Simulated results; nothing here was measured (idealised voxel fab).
Presented below is a process module, voxel transistor to metal.
Pictured: cross-section cut, 215 nm wide, on a grid of 5 nm square cells.
A cross-section is written here as square cells arranged in a grid, and it is given in bands from the top down, each band taking up one or more rows of cells. In this notation a band is specified by the heights of its top and bottom, in that order and in nm, after which its materials appear from left to right, each paired with its width in nm. The word "everywhere" attached to a single material means that material fills the band from edge to edge; the word "empty" stands for empty space. Height reference: 0 = level under which incoming wafer is all one material. Lowest band: no bottom, runs on downward, e.g. "from 0 down". Width: "30..40" (first number = top row, second number = bottom row, same change from row to row of cells). Any step labelled "no modifications" changed none of the cells in the cross-section. You'll see "Fully closed voids" listing empty spaces that have no way open to the top, as long as they're 8 cells or more; the notation is width x height at distance, where the distance is from the left edge, and all of it is in nm. Formally, on a step line, whatever follows the settings is a remark that the simulator itself makes on the step. Each step line may optionally specify "overlay nm", which for a step with a mask gives the rightward distance between the mask's planned place and where it lay, a negative value indicating the leftward direction.
### Set out below are the planned steps of the process
1) RECEIVE [material Si]
2) OXIDIZE [depth nm 5]
3) CONFORMAL_DEP [material SiN] [thk nm 15]
4) PATTERN [tone cover] [mask id ACTIVE] [material resist] [width nm 100] [thk nm 20] [overlay nm 0]
5) DIRECTIONAL_ETCH [etch materials SiN] [depth nm 15]
6) DIRECTIONAL_ETCH [etch materials SiO2] [depth nm 5]
7) DIRECTIONAL_ETCH [etch materials Si] [depth nm 20]
8) STRIP [etch materials resist]
9) FILL_DEP [material SiO2] [thk nm 15]
10) CMP [height nm 15]
11) SELECTIVE_ETCH [etch materials SiO2] [depth nm 10]
12) STRIP [etch materials SiN]
13) SELECTIVE_ETCH [etch materials SiO2] [depth nm 5]
14) OXIDIZE [depth nm 5]
15) DIRECTIONAL_DEP [material polySi] [thk nm 20]
16) DIRECTIONAL_DEP [material SiCN] [thk nm 10]
17) PATTERN [tone cover] [mask id GATE] [material resist] [width nm 20] [thk nm 15] [overlay nm 0]
18) DIRECTIONAL_ETCH [etch materials SiCN] [depth nm 20]
19) DIRECTIONAL_ETCH [etch materials polySi] [depth nm 30]
20) STRIP [etch materials resist]
21) CONFORMAL_DEP [material SiN] [thk nm 5]
22) DIRECTIONAL_ETCH [etch materials SiN] [depth nm 5]
23) DIRECTIONAL_ETCH [etch materials SiO2] [depth nm 5]
24) DIRECTIONAL_ETCH [etch materials Si] [depth nm 5]
25) EPI [material SiGe] [thk nm 5]
26) FILL_DEP [material SiO2] [thk nm 10]
27) CMP [height nm 25]
28) DIRECTIONAL_DEP [material SiO2] [thk nm 15]
29) PATTERN [tone open] [mask id CONTACT] [material resist] [width nm 30] [pitch nm 60] [thk nm 20] [overlay nm 0]
30) DIRECTIONAL_ETCH [etch materials SiO2] [depth nm 50]
31) STRIP [etch materials resist]
32) CONFORMAL_DEP [material TiN] [thk nm 5]
33) FILL_DEP [material W] [thk nm 5]
34) CMP [height nm 40]
35) DIRECTIONAL_DEP [material TiN] [thk nm 5]
36) DIRECTIONAL_DEP [material Ru] [thk nm 20]
37) PATTERN [tone cover] [mask id METAL_1] [material resist] [width nm 15] [pitch nm 75] [thk nm 15] [overlay nm 0]
38) DIRECTIONAL_ETCH [etch materials Ru] [depth nm 20]
39) DIRECTIONAL_ETCH [etch materials TiN] [depth nm 5]
40) STRIP [etch materials resist]
41) FILL_DEP [material lowk] [thk nm 10]
42) CMP [height nm 65]
43) CONFORMAL_DEP [material SiN] [thk nm 5]
### Shown in cross-section is the wafer as received, that is, as it stands after step 1
- from 0 down = Si everywhere
- Fully closed voids: none
### Cross-sectional view of the first of the two wafers upon completion of the module, processed in accordance with the plan
- from 70 to 65 = SiN everywhere
- from 65 to 45 = 60 of lowk | 15 of Ru | 60 of lowk | 15 of Ru | 65 of lowk
- from 45 to 40 = 60 of lowk | 15 of TiN | 60 of lowk | 15 of TiN | 65 of lowk
- from 40 to 25 = 60 of SiO2 | 5 of TiN | 20 of W | 5 of TiN | 30 of SiO2 | 5 of TiN | 20 of W | 5 of TiN | 65 of SiO2
- from 25 to 15 = 60 of SiO2 | 5 of TiN | 20 of W | 5 of TiN | 5 of SiN | 20 of SiCN | 5 of SiN | 5 of TiN | 20 of W | 5 of TiN | 65 of SiO2
- from 15 to 0 = 60 of SiO2 | 5 of TiN | 20 of W | 5 of TiN | 5 of SiN | 20 of polySi | 5 of SiN | 5 of TiN | 20 of W | 5 of TiN | 65 of SiO2
- from 0 to -5 = 50 of SiO2 | 5 of SiN | 5 of SiO2 | 5 of TiN | 15 of W | 10 of TiN | 5 of SiN | 20 of polySi | 5 of SiN | 10 of TiN | 15 of W | 5 of TiN | 5 of SiO2 | 5 of SiN | 55 of SiO2
- from -5 to -10 = 60 of SiO2 | 25 of TiN | 5 of SiGe | 30 of SiO2 | 5 of SiGe | 25 of TiN | 65 of SiO2
- from -10 to -15 = 55 of SiO2 | 35 of SiGe | 30 of Si | 35 of SiGe | 60 of SiO2
- from -15 to -25 = 55 of SiO2 | 100 of Si | 60 of SiO2
- from -25 down = Si everywhere
- Fully closed voids: none
### Here is the second of the two wafers cut open at the end of the module - same start, same plan as the first one, but we made one mistake running it
- from 70 to 65 = SiN everywhere
- from 65 to 45 = 60 of lowk | 15 of Ru | 60 of lowk | 15 of Ru | 65 of lowk
- from 45 to 40 = 60 of lowk | 15 of TiN | 60 of lowk | 15 of TiN | 65 of lowk
- from 40 to 25 = 60 of SiO2 | 5 of TiN | 20 of W | 5 of TiN | 30 of SiO2 | 5 of TiN | 20 of W | 5 of TiN | 65 of SiO2
- from 25 to 15 = 60 of SiO2 | 5 of TiN | 20 of W | 5 of TiN | 5 of SiN | 20 of SiCN | 5 of SiN | 5 of TiN | 20 of W | 5 of TiN | 65 of SiO2
- from 15 to 0 = 60 of SiO2 | 5 of TiN | 20 of W | 5 of TiN | 5 of SiN | 20 of polySi | 5 of SiN | 5 of TiN | 20 of W | 5 of TiN | 65 of SiO2
- from 0 to -5 = 45 of SiO2 | 5 of SiN | 10 of SiO2 | 5 of TiN | 15 of W | 10 of TiN | 5 of SiN | 20 of polySi | 5 of SiN | 10 of TiN | 15 of W | 5 of TiN | 10 of SiO2 | 5 of SiN | 50 of SiO2
- from -5 to -10 = 60 of SiO2 | 25 of TiN | 5 of SiGe | 30 of SiO2 | 5 of SiGe | 25 of TiN | 65 of SiO2
- from -10 to -15 = 50 of SiO2 | 40 of SiGe | 30 of Si | 40 of SiGe | 55 of SiO2
- from -15 to -25 = 50 of SiO2 | 110 of Si | 55 of SiO2
- from -25 down = Si everywhere
- Fully closed voids: none
The mistake made against the process plan was this: step 4 went in with a setting other than planned; the actual run was PATTERN [tone cover] [mask id ACTIVE] [material resist] [width nm 110] [thk nm 20] [overlay nm 0]
FYI, end of process, the second wafer has more or fewer cells of some materials than the first: Si: 4 more; SiGe: 2 more; SiO2: 6 fewer
